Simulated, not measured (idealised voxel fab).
process module | voxel capacitor over wiring
cross-section cut | 140 nm wide | cells 5 nm
A cross-section is a grid of square cells, given in bands from the top down. A band is one or more rows of cells.
Each band's line starts with the height of the band's top and of its bottom, in nm. Then come its materials from left to right, each with its width in nm. One material with "throughout" fills the band from edge to edge. "air" is empty space.
Height 0 is the level under which the wafer as received is all one material. The lowest band goes on downwards, as in "0 down".
A width such as "30 to 40" changes by the same amount from each row of cells to the next, from the band's top row to its bottom row.
"no change" after a step means that no cell of the cross-section changed.
closed voids: empty space of 8 cells or more with no open way to the top, each as width x height at its distance from the left edge, in nm
after a step's settings: what the simulator itself notes on the step
overlay nm, on a step with a mask: how far to the right of its planned place the mask lay; to the left if negative
plan
1 op RECEIVE | material Si
2 op CONFORMAL_DEP | material SiO2 | thk nm 10
3 op CONFORMAL_DEP | material SiN | thk nm 5
4 op DIRECTIONAL_DEP | material lowk | thk nm 20
5 op MASKED_ETCH | tone open | mask id METAL_1 | width nm 20 | pitch nm 85 | etch materials lowk | depth nm 20 | overlay nm 0
6 op MASKED_ETCH | tone open | mask id METAL_1 | width nm 20 | pitch nm 85 | etch materials SiN | depth nm 5 | overlay nm 0
7 op CONFORMAL_DEP | material TiN | thk nm 5
8 op FILL_DEP | material Ru | thk nm 10
9 op CMP | height nm 35
10 op CONFORMAL_DEP | material SiCN | thk nm 5
11 op DIRECTIONAL_DEP | material SiO2 | thk nm 10
12 op MASKED_ETCH | tone open | mask id PLUG_1 | width nm 15 | etch materials SiO2 | depth nm 10 | overlay nm 0
13 op MASKED_ETCH | tone open | mask id PLUG_1 | width nm 15 | etch materials SiCN | depth nm 5 | overlay nm 0
14 op EPI | material Ru | thk nm 10
15 op EPI | material Ru | thk nm 5
16 op DIRECTIONAL_DEP | material TiN | thk nm 5
17 op DIRECTIONAL_DEP | material SiN | thk nm 5
18 op DIRECTIONAL_DEP | material TiN | thk nm 10
19 op DIRECTIONAL_DEP | material aC | thk nm 10
20 op PATTERN | tone cover | mask id UPPER_PLATE | material resist | width nm 70 | thk nm 30 | overlay nm 0
21 op DIRECTIONAL_ETCH | etch materials aC | depth nm 10
22 op STRIP | etch materials resist
23 op DIRECTIONAL_ETCH | etch materials TiN | depth nm 10
24 op DIRECTIONAL_ETCH | etch materials SiN | depth nm 5
25 op STRIP | etch materials aC
26 op DIRECTIONAL_DEP | material aC | thk nm 15
27 op PATTERN | tone cover | mask id LOWER_PLATE | material resist | width nm 80 | thk nm 35 | overlay nm 0
28 op DIRECTIONAL_ETCH | etch materials aC | depth nm 15
29 op STRIP | etch materials resist
30 op DIRECTIONAL_ETCH | etch materials TiN | depth nm 5
31 op STRIP | etch materials aC
32 op FILL_DEP | material SiO2 | thk nm 15
33 op CMP | height nm 80
34 op PATTERN | tone open | mask id PLUG_2 | material resist | width nm 15 | thk nm 15 | overlay nm 0
35 op DIRECTIONAL_ETCH | etch materials SiO2 | depth nm 10
36 op STRIP | etch materials resist
37 op CONFORMAL_DEP | material TiN | thk nm 5
38 op FILL_DEP | material Cu | thk nm 10
39 op CMP | height nm 80
40 op CONFORMAL_DEP | material SiN | thk nm 5
as received, after step 1
  0 down: Si throughout
  closed voids: none
first wafer at the end, as planned
  85 to 80: SiN throughout
  80 to 75: SiO2 30 | TiN 5 | Cu 5 | TiN 5 | SiO2 95
  75 to 70: SiO2 30 | TiN 15 | SiO2 95
  70 to 60: SiO2 20 | TiN 70 | SiO2 50
  60 to 55: SiO2 20 | SiN 70 | SiO2 50
  55 to 50: SiO2 15 | TiN 80 | SiO2 45
  50 to 40: SiO2 20 | Ru 15 | SiO2 105
  40 to 35: SiCN 20 | Ru 15 | SiCN 105
  35 to 15: lowk 15 | TiN 5 | Ru 10 | TiN 5 | lowk 65 | TiN 5 | Ru 10 | TiN 5 | lowk 20
  15 to 10: SiN 15 | TiN 20 | SiN 65 | TiN 20 | SiN 20
  10 to 0: SiO2 throughout
  0 down: Si throughout
  closed voids: none
second wafer at the end: like start, like plan, one mistake
  85 to 80: SiN throughout
  80 to 75: SiO2 30 | TiN 5 | Cu 5 | TiN 5 | SiO2 95
  75 to 70: SiO2 30 | TiN 15 | SiO2 95
  70 to 60: SiO2 20 | TiN 70 | SiO2 50
  60 to 55: SiO2 20 | SiN 70 | SiO2 50
  55 to 50: SiO2 15 | TiN 80 | SiO2 45
  50 to 40: SiO2 15 | Ru 25 | SiO2 100
  40 to 35: SiCN 20 | Ru 15 | SiCN 105
  35 to 15: lowk 15 | TiN 5 | Ru 10 | TiN 5 | lowk 65 | TiN 5 | Ru 10 | TiN 5 | lowk 20
  15 to 10: SiN 15 | TiN 20 | SiN 65 | TiN 20 | SiN 20
  10 to 0: SiO2 throughout
  0 down: Si throughout
  closed voids: none
what went wrong: step 12 ran as: op MASKED_ETCH | tone open | mask id PLUG_1 | width nm 25 | etch materials SiO2 | depth nm 10 | overlay nm 0
at the end the second wafer has, in cells: 4 more of Ru | 4 fewer of SiO2
